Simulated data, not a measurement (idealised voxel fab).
process module | voxel double patterning
cross-section cut | 250 nm wide | cells 5 nm
A cross-section is a grid of square cells, given in bands from the top down. A band is one or more rows of cells.
Each band's line starts with the height of the band's top and of its bottom, in nm. Then come its materials from left to right, each with its width in nm. One material with "throughout" fills the band from edge to edge. "air" is empty space.
Height 0 is the level under which the wafer as received is all one material. The lowest band goes on downwards, as in "0 down".
A width such as "30 to 40" changes by the same amount from each row of cells to the next, from the band's top row to its bottom row.
"no change" after a step means that no cell of the cross-section changed.
closed voids: empty space of 8 cells or more with no open way to the top, each as width x height at its distance from the left edge, in nm
after a step's settings: what the simulator itself notes on the step
overlay nm, on a step with a mask: how far to the right of its planned place the mask lay; to the left if negative
plan
1 op RECEIVE | material Si
2 op CONFORMAL_DEP | material SiO2 | thk nm 10
3 op DIRECTIONAL_DEP | material W | thk nm 15
4 op DIRECTIONAL_DEP | material SiN | thk nm 10
5 op MASKED_ETCH | tone open | mask id FIRST | width nm 15 | pitch nm 50 | etch materials SiN | depth nm 10 | overlay nm 0
6 op MASKED_ETCH | tone open | mask id SECOND | width nm 15 | etch materials SiN | depth nm 10 | overlay nm 0
7 op DIRECTIONAL_ETCH | etch materials W | depth nm 15
8 op STRIP | etch materials SiN
first wafer, as planned
as received, after step 1
  0 down: Si throughout
  closed voids: none
after step 2
  10 to 0: SiO2 throughout
  below 0: unchanged
after step 3
  25 to 10: W throughout
  below 10: unchanged
after step 4
  35 to 25: SiN throughout
  below 25: unchanged
after step 5
  35 to 25: SiN 90 | air 15 | SiN 35 | air 15 | SiN 95
  below 25: unchanged
after step 6
  35 to 25: SiN 90 | air 15 | SiN 10 | air 15 | SiN 10 | air 15 | SiN 95
  below 25: unchanged
after step 7
  35 to 25: SiN 90 | air 15 | SiN 10 | air 15 | SiN 10 | air 15 | SiN 95
  25 to 10: W 90 | air 15 | W 10 | air 15 | W 10 | air 15 | W 95
  below 10: unchanged
after step 8
  25 to 10: W 90 | air 15 | W 10 | air 15 | W 10 | air 15 | W 95
  below 10: unchanged
second wafer: like start, like plan, one mistake. Through step 1 it matches the first wafer
when step 2 should have ended
  10 to 0: W throughout
  below 0: unchanged
when step 3 should have ended
  25 to 0: W throughout
  below 0: unchanged
when step 4 should have ended
  35 to 25: SiN throughout
  below 25: unchanged
when step 5 should have ended
  35 to 25: SiN 90 | air 15 | SiN 35 | air 15 | SiN 95
  below 25: unchanged
when step 6 should have ended
  35 to 25: SiN 90 | air 15 | SiN 10 | air 15 | SiN 10 | air 15 | SiN 95
  below 25: unchanged
when step 7 should have ended
  35 to 25: SiN 90 | air 15 | SiN 10 | air 15 | SiN 10 | air 15 | SiN 95
  25 to 10: W 90 | air 15 | W 10 | air 15 | W 10 | air 15 | W 95
  below 10: unchanged
when step 8 should have ended
  25 to 10: W 90 | air 15 | W 10 | air 15 | W 10 | air 15 | W 95
  below 10: unchanged
what went wrong: step 2 ran as: op CONFORMAL_DEP | material W | thk nm 10
at the end the second wafer has, in cells: 100 fewer of SiO2 | 100 more of W
